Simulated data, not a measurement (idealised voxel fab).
voxel wiring stack: a process module
Section shown: cut. Width: 175 nm. Cell size: 5 nm, square.
A cross-section is a grid of square cells, given in bands from the top down. A band is one or more rows of cells.
For a band, the entry starts with two heights in nm, that of the top and then that of the bottom, and carries on with the band's materials in order from left to right, each alongside its width in nm; the word "edge to edge" beside a single material means it fills the band edge to edge, and "empty" means empty space.
The reference from which all heights are counted is 0, the level beneath which the as-received wafer is entirely one material; the lowest band, having no lower bound, proceeds downward and is written after the example "0 down".
Think of "30->40" as a width that walks from the first number to the second as you go down the band, top row to bottom row, taking equal-sized steps from row to row.
It should be understood that the words "remains unaltered", when stated for a given step, signify that the cross-section underwent no change in any of its cells during that step.
"Closed-off voids" - sealed voids, min. 8 cells, no opening to top; format: width x height at distance (distance from left edge; nm throughout).
Read whatever lies past the settings on a step's line as the simulator's own remark about the step.
If you see "overlay nm" on a step's line and that step has a mask, it's telling you how far right of where it was planned the mask ended up; a negative number means it went left instead.

List of planned process steps
| 1 | RECEIVE (material Si) |
| 2 | CONFORMAL_DEP (material SiO2; thk nm 10) |
| 3 | DIRECTIONAL_DEP (material TiN; thk nm 5) |
| 4 | DIRECTIONAL_DEP (material W; thk nm 15) |
| 5 | PATTERN (tone cover; mask id METAL_1; material resist; width nm 30; pitch nm 55; thk nm 15; overlay nm 0) |
| 6 | DIRECTIONAL_ETCH (etch materials W; depth nm 15) |
| 7 | DIRECTIONAL_ETCH (etch materials TiN; depth nm 5) |
| 8 | STRIP (etch materials resist) |
| 9 | FILL_DEP (material lowk; thk nm 5) |
| 10 | CMP (height nm 30) |
| 11 | CONFORMAL_DEP (material SiCN; thk nm 5) |
| 12 | DIRECTIONAL_DEP (material SiO2; thk nm 35) |
| 13 | PATTERN (tone open; mask id METAL_2; material resist; width nm 30; pitch nm 55; thk nm 20; overlay nm 0) |
| 14 | DIRECTIONAL_ETCH (etch materials SiO2; depth nm 20) |
| 15 | STRIP (etch materials resist) |
| 16 | PATTERN (tone open; mask id METAL_2_HOLES; material resist; width nm 15; pitch nm 55; thk nm 20; overlay nm 0) |
| 17 | DIRECTIONAL_ETCH (etch materials SiO2; depth nm 15) |
| 18 | DIRECTIONAL_ETCH (etch materials SiCN; depth nm 5) |
| 19 | STRIP (etch materials resist) |
| 20 | CONFORMAL_DEP (material TiN; thk nm 5) |
| 21 | FILL_DEP (material Cu; thk nm 5) |
| 22 | CMP (height nm 70) |
| 23 | CONFORMAL_DEP (material SiCN; thk nm 5) |

On the first of the two wafers: run conducted according to plan

Cross-section of the wafer as it came to us, i.e., already through step 1
- 0 down: Si edge to edge
- Closed-off voids: none

Wafer section view after processing step 2
- 10 to 0: SiO2 edge to edge
- Below 0, the layers are the same as they were.

Wafer section view after processing step 3
- 15 to 10: TiN edge to edge
- Below 10, the layers are the same as they were.

Wafer section view after processing step 4
- 30 to 15: W edge to edge
- Below 15, the layers are the same as they were.

Wafer section view after processing step 5
- 45 to 30: empty (15), resist (30), empty (25), resist (30), empty (25), resist (30), empty (20)
- Below 30, the layers are the same as they were.

Wafer section view after processing step 6
- 45 to 30: empty (15), resist (30), empty (25), resist (30), empty (25), resist (30), empty (20)
- 30 to 15: empty (15), W (30), empty (25), W (30), empty (25), W (30), empty (20)
- Below 15, the layers are the same as they were.

Wafer section view after processing step 7
- 45 to 30: empty (15), resist (30), empty (25), resist (30), empty (25), resist (30), empty (20)
- 30 to 15: empty (15), W (30), empty (25), W (30), empty (25), W (30), empty (20)
- 15 to 10: empty (15), TiN (30), empty (25), TiN (30), empty (25), TiN (30), empty (20)
- Below 10, the layers are the same as they were.

Wafer section view after processing step 8
- 30 to 15: empty (15), W (30), empty (25), W (30), empty (25), W (30), empty (20)
- Below 15, the layers are the same as they were.

Wafer section view after processing step 9
- 35 to 30: lowk edge to edge
- 30 to 15: lowk (15), W (30), lowk (25), W (30), lowk (25), W (30), lowk (20)
- 15 to 10: lowk (15), TiN (30), lowk (25), TiN (30), lowk (25), TiN (30), lowk (20)
- Below 10, the layers are the same as they were.

Wafer section view after processing step 10
- 30 to 15: lowk (15), W (30), lowk (25), W (30), lowk (25), W (30), lowk (20)
- Below 15, the layers are the same as they were.

Wafer section view after processing step 11
- 35 to 30: SiCN edge to edge
- Below 30, the layers are the same as they were.

Wafer section view after processing step 12
- 70 to 35: SiO2 edge to edge
- Below 35, the layers are the same as they were.

Wafer section view after processing step 13
- 90 to 70: resist (15), empty (30), resist (25), empty (30), resist (25), empty (30), resist (20)
- Below 70, the layers are the same as they were.

Wafer section view after processing step 14
- 90 to 70: resist (15), empty (30), resist (25), empty (30), resist (25), empty (30), resist (20)
- 70 to 50: SiO2 (15), empty (30), SiO2 (25), empty (30), SiO2 (25), empty (30), SiO2 (20)
- Below 50, the layers are the same as they were.

Wafer section view after processing step 15
- 70 to 50: SiO2 (15), empty (30), SiO2 (25), empty (30), SiO2 (25), empty (30), SiO2 (20)
- Below 50, the layers are the same as they were.

Wafer section view after processing step 16
- 90 to 70: resist (15), empty (15), resist (40), empty (15), resist (40), empty (15), resist (35)
- 70 to 50: SiO2 (15), empty (15), resist (15), SiO2 (25), empty (15), resist (15), SiO2 (25), empty (15), resist (15), SiO2 (20)
- Below 50, the layers are the same as they were.

Wafer section view after processing step 17
- 90 to 70: resist (15), empty (15), resist (40), empty (15), resist (40), empty (15), resist (35)
- 70 to 50: SiO2 (15), empty (15), resist (15), SiO2 (25), empty (15), resist (15), SiO2 (25), empty (15), resist (15), SiO2 (20)
- 50 to 35: SiO2 (15), empty (15), SiO2 (40), empty (15), SiO2 (40), empty (15), SiO2 (35)
- Below 35, the layers are the same as they were.

Wafer section view after processing step 18
- 90 to 70: resist (15), empty (15), resist (40), empty (15), resist (40), empty (15), resist (35)
- 70 to 50: SiO2 (15), empty (15), resist (15), SiO2 (25), empty (15), resist (15), SiO2 (25), empty (15), resist (15), SiO2 (20)
- 50 to 35: SiO2 (15), empty (15), SiO2 (40), empty (15), SiO2 (40), empty (15), SiO2 (35)
- 35 to 30: SiCN (15), empty (15), SiCN (40), empty (15), SiCN (40), empty (15), SiCN (35)
- Below 30, the layers are the same as they were.

Wafer section view after processing step 19
- 70 to 50: SiO2 (15), empty (30), SiO2 (25), empty (30), SiO2 (25), empty (30), SiO2 (20)
- Below 50, the layers are the same as they were.

Wafer section view after processing step 20
- 75 to 70: TiN (20), empty (20), TiN (35), empty (20), TiN (35), empty (20), TiN (25)
- 70 to 55: SiO2 (15), TiN (5), empty (20), TiN (5), SiO2 (25), TiN (5), empty (20), TiN (5), SiO2 (25), TiN (5), empty (20), TiN (5), SiO2 (20)
- 55 to 50: SiO2 (15), TiN (5), empty (5), TiN (20), SiO2 (25), TiN (5), empty (5), TiN (20), SiO2 (25), TiN (5), empty (5), TiN (20), SiO2 (20)
- 50 to 35: SiO2 (15), TiN (5), empty (5), TiN (5), SiO2 (40), TiN (5), empty (5), TiN (5), SiO2 (40), TiN (5), empty (5), TiN (5), SiO2 (35)
- 35 to 30: SiCN (15), TiN (15), SiCN (40), TiN (15), SiCN (40), TiN (15), SiCN (35)
- Below 30, the layers are the same as they were.

Wafer section view after processing step 21
- 80 to 75: Cu edge to edge
- 75 to 70: TiN (20), Cu (20), TiN (35), Cu (20), TiN (35), Cu (20), TiN (25)
- 70 to 55: SiO2 (15), TiN (5), Cu (20), TiN (5), SiO2 (25), TiN (5), Cu (20), TiN (5), SiO2 (25), TiN (5), Cu (20), TiN (5), SiO2 (20)
- 55 to 50: SiO2 (15), TiN (5), Cu (5), TiN (20), SiO2 (25), TiN (5), Cu (5), TiN (20), SiO2 (25), TiN (5), Cu (5), TiN (20), SiO2 (20)
- 50 to 35: SiO2 (15), TiN (5), Cu (5), TiN (5), SiO2 (40), TiN (5), Cu (5), TiN (5), SiO2 (40), TiN (5), Cu (5), TiN (5), SiO2 (35)
- Below 35, the layers are the same as they were.

Wafer section view after processing step 22
- 70 to 55: SiO2 (15), TiN (5), Cu (20), TiN (5), SiO2 (25), TiN (5), Cu (20), TiN (5), SiO2 (25), TiN (5), Cu (20), TiN (5), SiO2 (20)
- Below 55, the layers are the same as they were.

Wafer section view after processing step 23
- 75 to 70: SiCN edge to edge
- Below 70, the layers are the same as they were.

The second wafer: identical to the first at the outset and in its planned sequence, differing only in that one mistake was made during processing; up to and including step 11, its path is the first wafer's path

Second wafer profile in section, at the moment step 12 of the plan was meant to be complete
- 105 to 35: SiO2 edge to edge
- Below 35, the layers are the same as they were.

Second wafer profile in section, at the moment step 13 of the plan was meant to be complete
- 125 to 105: resist (15), empty (30), resist (25), empty (30), resist (25), empty (30), resist (20)
- Below 105, the layers are the same as they were.

Second wafer profile in section, at the moment step 14 of the plan was meant to be complete
- 125 to 105: resist (15), empty (30), resist (25), empty (30), resist (25), empty (30), resist (20)
- 105 to 85: SiO2 (15), empty (30), SiO2 (25), empty (30), SiO2 (25), empty (30), SiO2 (20)
- Below 85, the layers are the same as they were.

Second wafer profile in section, at the moment step 15 of the plan was meant to be complete
- 105 to 85: SiO2 (15), empty (30), SiO2 (25), empty (30), SiO2 (25), empty (30), SiO2 (20)
- Below 85, the layers are the same as they were.

Second wafer profile in section, at the moment step 16 of the plan was meant to be complete
- 125 to 105: resist (15), empty (15), resist (40), empty (15), resist (40), empty (15), resist (35)
- 105 to 85: SiO2 (15), empty (15), resist (15), SiO2 (25), empty (15), resist (15), SiO2 (25), empty (15), resist (15), SiO2 (20)
- Below 85, the layers are the same as they were.

Second wafer profile in section, at the moment step 17 of the plan was meant to be complete
- 125 to 105: resist (15), empty (15), resist (40), empty (15), resist (40), empty (15), resist (35)
- 105 to 85: SiO2 (15), empty (15), resist (15), SiO2 (25), empty (15), resist (15), SiO2 (25), empty (15), resist (15), SiO2 (20)
- 85 to 70: SiO2 (15), empty (15), SiO2 (40), empty (15), SiO2 (40), empty (15), SiO2 (35)
- Below 70, the layers are the same as they were.

Second wafer profile in section, at the moment step 18 of the plan was meant to be complete: remains unaltered

Second wafer profile in section, at the moment step 19 of the plan was meant to be complete
- 105 to 85: SiO2 (15), empty (30), SiO2 (25), empty (30), SiO2 (25), empty (30), SiO2 (20)
- Below 85, the layers are the same as they were.

Second wafer profile in section, at the moment step 20 of the plan was meant to be complete
- 110 to 105: TiN (20), empty (20), TiN (35), empty (20), TiN (35), empty (20), TiN (25)
- 105 to 90: SiO2 (15), TiN (5), empty (20), TiN (5), SiO2 (25), TiN (5), empty (20), TiN (5), SiO2 (25), TiN (5), empty (20), TiN (5), SiO2 (20)
- 90 to 85: SiO2 (15), TiN (5), empty (5), TiN (20), SiO2 (25), TiN (5), empty (5), TiN (20), SiO2 (25), TiN (5), empty (5), TiN (20), SiO2 (20)
- 85 to 75: SiO2 (15), TiN (5), empty (5), TiN (5), SiO2 (40), TiN (5), empty (5), TiN (5), SiO2 (40), TiN (5), empty (5), TiN (5), SiO2 (35)
- 75 to 70: SiO2 (15), TiN (15), SiO2 (40), TiN (15), SiO2 (40), TiN (15), SiO2 (35)
- Below 70, the layers are the same as they were.

Second wafer profile in section, at the moment step 21 of the plan was meant to be complete
- 115 to 110: Cu edge to edge
- 110 to 105: TiN (20), Cu (20), TiN (35), Cu (20), TiN (35), Cu (20), TiN (25)
- 105 to 90: SiO2 (15), TiN (5), Cu (20), TiN (5), SiO2 (25), TiN (5), Cu (20), TiN (5), SiO2 (25), TiN (5), Cu (20), TiN (5), SiO2 (20)
- 90 to 85: SiO2 (15), TiN (5), Cu (5), TiN (20), SiO2 (25), TiN (5), Cu (5), TiN (20), SiO2 (25), TiN (5), Cu (5), TiN (20), SiO2 (20)
- 85 to 75: SiO2 (15), TiN (5), Cu (5), TiN (5), SiO2 (40), TiN (5), Cu (5), TiN (5), SiO2 (40), TiN (5), Cu (5), TiN (5), SiO2 (35)
- Below 75, the layers are the same as they were.

Second wafer profile in section, at the moment step 22 of the plan was meant to be complete
- 70 to 35: SiO2 edge to edge
- Below 35, the layers are the same as they were.

Second wafer profile in section, at the moment step 23 of the plan was meant to be complete
- 75 to 70: SiCN edge to edge
- Below 70, the layers are the same as they were.
Short version of what went wrong: step 12 of the plan was executed twice over
End check, counted in cells, second wafer has more or fewer of these materials than the first: Cu: 48 fewer, SiCN: 9 more, SiO2: 99 more, TiN: 60 fewer
